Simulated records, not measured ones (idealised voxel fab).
The following process module bears the name voxel self aligned vias.
Shown is cross-section cut, with a width of 280 nm and square cells of size 5 nm.
Think of the cross-section as a grid of square cells. We describe it in bands, top to bottom, and each band covers one or more rows of those cells. It is stipulated that each band's entry specify, in nanometres, the height of the top of the band and then that of its bottom, followed by the materials of the band in left-to-right sequence, each together with its width in nanometres. A single material marked by the word "edge to edge" is understood to fill the band from edge to edge; the word "empty" is understood to denote empty space. Ref level 0: as-received wafer is one material below here. Bottom band extends down with no lower bound ("top 0, no bottom"). The expression "30..40" gives the width at the extremes of the band, the first number at its top row of cells and the second at its bottom row, with the width changing by equal amounts from each row to the next in between. Given "remains unaltered" for a step, no cell of the cross-section differs between before and after that step. Look at "Trapped cavities" for the closed voids: empty spaces with no open path to the top, sized 8 cells or up. Each is width x height at distance, distance from the left edge, all nm. Where a step's line continues beyond its settings, the continuation is a remark by the simulator itself on that step. The optional step-line setting "overlay nm" applies to steps with a mask and quantifies how far to the right of its planned location the mask lay, a negative value indicating leftward placement.

[Planned process steps]
1: RECEIVE,material Si
2: CONFORMAL_DEP,material SiO2,thk nm 10
3: CONFORMAL_DEP,material SiCN,thk nm 5
4: DIRECTIONAL_DEP,material SiO2,thk nm 25
5: PATTERN,tone open,mask id LINES,material resist,width nm 25,pitch nm 60,thk nm 20,overlay nm 0
6: DIRECTIONAL_ETCH,etch materials SiO2,depth nm 25
7: STRIP,etch materials resist
8: CONFORMAL_DEP,material TiN,thk nm 5
9: FILL_DEP,material Ru,thk nm 10
10: CMP,height nm 40
11: SELECTIVE_ETCH,etch materials W Ru TiN,depth nm 10
12: FILL_DEP,material SiN,thk nm 5
13: CMP,height nm 40
14: DIRECTIONAL_DEP,material SiO2,thk nm 20
15: MASKED_ETCH,tone open,mask id VIAS,width nm 35,pitch nm 60,etch materials SiO2,depth nm 20,overlay nm 0
16: MASKED_ETCH,tone open,mask id VIAS,width nm 35,pitch nm 60,etch materials SiN,depth nm 10,overlay nm 0
17: CONFORMAL_DEP,material TiN,thk nm 5
18: FILL_DEP,material Ru,thk nm 5
19: CMP,height nm 60
20: CONFORMAL_DEP,material SiCN,thk nm 5

[as received, after step 1]
* top 0, no bottom = Si edge to edge
* Trapped cavities: none

[Cross-section, end of module. Start: as above. Plan: as above. Execution: one mistake]
* top 65, bottom 60 = SiCN edge to edge
* top 60, bottom 45 = SiO2 90 nm; TiN 5 nm; Ru 25 nm; TiN 5 nm; SiO2 25 nm; TiN 5 nm; Ru 25 nm; TiN 5 nm; SiO2 95 nm
* top 45, bottom 40 = SiO2 90 nm; TiN 35 nm; SiO2 25 nm; TiN 35 nm; SiO2 95 nm
* top 40, bottom 30 = SiN 90 nm; TiN 5 nm; SiO2 25 nm; TiN 5 nm; SiN 25 nm; TiN 5 nm; SiO2 25 nm; TiN 5 nm; SiN 95 nm
* top 30, bottom 20 = Ru 90 nm; TiN 5 nm; SiO2 25 nm; TiN 5 nm; Ru 25 nm; TiN 5 nm; SiO2 25 nm; TiN 5 nm; Ru 95 nm
* top 20, bottom 15 = TiN 95 nm; SiO2 25 nm; TiN 35 nm; SiO2 25 nm; TiN 100 nm
* top 15, bottom 10 = SiCN edge to edge
* top 10, bottom 0 = SiO2 edge to edge
* top 0, no bottom = Si edge to edge
* Trapped cavities: none
It is concluded that the wafer was processed incorrectly with respect to the plan, in that off-plan run, step 5, actual operation and settings PATTERN,tone cover,mask id LINES,material resist,width nm 25,pitch nm 60,thk nm 20,overlay nm 0
